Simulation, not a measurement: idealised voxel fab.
You're looking at the process module voxel fin reveal.
210 nm wide, 5 nm square cells: that's cross-section cut.
Reading order for cross-sections: top band down to bottom band. Underlying form: a grid of square cells. Band size: one or more rows of cells. The entry gives the band's vertical extent as a top height and a bottom height in nm, then its horizontal make-up as materials from left to right, each with a width in nm. "air" stands for empty space; a single material marked "throughout" fills the band edge to edge. Heights are expressed relative to 0, this being the level below which the as-received wafer comprises one material exclusively. The lowest band is unbounded in the downward direction and is denoted as in "0 down". Width "30 to 40": first value at the band's top row of cells, second value at its bottom row, equal change from row to row. "remained the same" after a step means that no cell of the cross-section changed. The entry titled "Voids, enclosed" provides the empty spaces that have no open way to the top, restricted to those of 8 cells or more. Each is presented as width x height at distance, the distance being measured from the left edge, with all three in nm. On each step's line, the part that comes after the settings is the simulator's own comment on the step. overlay nm: on a step with a mask, how far right of its planned place the mask lay; negative means left.

**Steps in the process plan**
step 1: op RECEIVE | material Si
step 2: op CONFORMAL_DEP | material SiN | thk nm 10
step 3: op DIRECTIONAL_DEP | material aC | thk nm 15
step 4: op PATTERN | tone cover | mask id FINS | material resist | width nm 15 | pitch nm 40 | thk nm 35 | overlay nm 0
step 5: op DIRECTIONAL_ETCH | etch materials aC | depth nm 15
step 6: op STRIP | etch materials resist
step 7: op DIRECTIONAL_ETCH | etch materials SiN | depth nm 10
step 8: op DIRECTIONAL_ETCH | etch materials Si | depth nm 35
step 9: op STRIP | etch materials aC
step 10: op FILL_DEP | material SiO2 | thk nm 5
step 11: op CMP | height nm 10
step 12: op SELECTIVE_ETCH | etch materials SiO2 | depth nm 30
step 13: op STRIP | etch materials SiN
step 14: op CONFORMAL_DEP | material SiO2 | thk nm 5

**As-received wafer cross-section (after step 1)**
* 0 down: Si throughout
* Voids, enclosed: none

**Result of the module, cross-sectioned: start per above, plan per above, one error in how it was run**
* 5 to 0: 50 of air, then 25 of aC, then 15 of air, then 25 of aC, then 15 of air, then 25 of aC, then 55 of air
* 0 to -15: 50 of air, then 5 of aC, then 15 of Si, then 5 of aC, then 15 of air, then 5 of aC, then 15 of Si, then 5 of aC, then 15 of air, then 5 of aC, then 15 of Si, then 5 of aC, then 55 of air
* -15 to -20: 55 of aC, then 15 of Si, then 25 of aC, then 15 of Si, then 25 of aC, then 15 of Si, then 60 of aC
* -20 to -35: 55 of SiO2, then 15 of Si, then 25 of SiO2, then 15 of Si, then 25 of SiO2, then 15 of Si, then 60 of SiO2
* -35 down: Si throughout
* Voids, enclosed: none
In executing the process, a mistake was made relative to the plan: step 14 went in with a setting other than planned; the actual run was op CONFORMAL_DEP | material aC | thk nm 5
